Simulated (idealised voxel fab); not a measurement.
Title: Process Module voxel trench capacitor
The cross-section shown here is cut; it is 300 nm wide and divided into square cells measuring 5 nm on a side.
Cross-sections here: square-cell grids, written as top-down lists of bands, a band being one or more rows of cells.
Band: top height; bottom height; in nm. Then, left to right: material with width in nm, for each material. "all across": a single material spanning edge to edge. "empty": empty space.
Height 0 is the level under which the wafer as received is all one material. The lowest band goes on downwards, as in "0 -> down".
Quick explanation for "30..40": the width changes in equal steps down the rows of cells, from the first number in the band's top row to the second number in its bottom row.
Reading "everything unchanged" for a step: not a cell of the cross-section changed in it.
For the entry "Catalogued sealed voids", the listed items are empty spaces with no open way to the top whose size is 8 cells or more; each item follows the pattern width x height at distance, where distance is from the left edge and all three are in nm.
On a step's line, text after the settings is the simulator commenting on that step.
If you see "overlay nm" on a step's line and that step has a mask, it's telling you how far right of where it was planned the mask ended up; a negative number means it went left instead.
The steps planned for the process are as follows
| 1 | op RECEIVE | material Si |
| 2 | op CONFORMAL_DEP | material SiN | thk nm 10 |
| 3 | op PATTERN | tone open | mask id TRENCH | material resist | width nm 30 | pitch nm 60 | thk nm 15 | overlay nm 0 |
| 4 | op DIRECTIONAL_ETCH | etch materials SiN | depth nm 10 |
| 5 | op DIRECTIONAL_ETCH | etch materials Si | depth nm 30 |
| 6 | op STRIP | etch materials resist |
| 7 | op CONFORMAL_DEP | material HfO2 | thk nm 5 |
| 8 | op CONFORMAL_DEP | material TiN | thk nm 5 |
| 9 | op FILL_DEP | material W | thk nm 10 |
| 10 | op CMP | height nm 10 |
Wafer-to-wafer difference: thk nm, step 7. Common start. Plan = first wafer's value.
First of several wafers, received after step 1, in cross-section
* 0 -> down = Si all across
* Catalogued sealed voids: none
The figure below presents a cross-section of the first of several wafers at the conclusion of the module, following its last step, step 10
* 10 -> 0 = SiN: 45; HfO2: 5; TiN: 5; W: 10; TiN: 5; HfO2: 5; SiN: 30; HfO2: 5; TiN: 5; W: 10; TiN: 5; HfO2: 5; SiN: 30; HfO2: 5; TiN: 5; W: 10; TiN: 5; HfO2: 5; SiN: 30; HfO2: 5; TiN: 5; W: 10; TiN: 5; HfO2: 5; SiN: 45
* 0 -> -20 = Si: 45; HfO2: 5; TiN: 5; W: 10; TiN: 5; HfO2: 5; Si: 30; HfO2: 5; TiN: 5; W: 10; TiN: 5; HfO2: 5; Si: 30; HfO2: 5; TiN: 5; W: 10; TiN: 5; HfO2: 5; Si: 30; HfO2: 5; TiN: 5; W: 10; TiN: 5; HfO2: 5; Si: 45
* -20 -> -25 = Si: 45; HfO2: 5; TiN: 20; HfO2: 5; Si: 30; HfO2: 5; TiN: 20; HfO2: 5; Si: 30; HfO2: 5; TiN: 20; HfO2: 5; Si: 30; HfO2: 5; TiN: 20; HfO2: 5; Si: 45
* -25 -> -30 = Si: 45; HfO2: 30; Si: 30; HfO2: 30; Si: 30; HfO2: 30; Si: 30; HfO2: 30; Si: 45
* -30 -> down = Si all across
* Catalogued sealed voids: none
So this is the cross-section on the last wafer at the end of the module
* 10 -> 0 = SiN: 45; HfO2: 30; SiN: 30; HfO2: 30; SiN: 30; HfO2: 30; SiN: 30; HfO2: 30; SiN: 45
* 0 -> -30 = Si: 45; HfO2: 30; Si: 30; HfO2: 30; Si: 30; HfO2: 30; Si: 30; HfO2: 30; Si: 45
* -30 -> down = Si all across
* Catalogued sealed voids: none
Each wafer at the end: cells of each material gained (+) or lost (-) since it was received, then its closed voids
thk nm 5; +80 HfO2; -144 Si; +72 SiN; +64 TiN; +48 W; Catalogued sealed voids: none
thk nm 10; +144 HfO2; -144 Si; +72 SiN; +48 TiN; Catalogued sealed voids: none
thk nm 15; +192 HfO2; -144 Si; +72 SiN; Catalogued sealed voids: none
thk nm 20; +192 HfO2; -144 Si; +72 SiN; Catalogued sealed voids: none
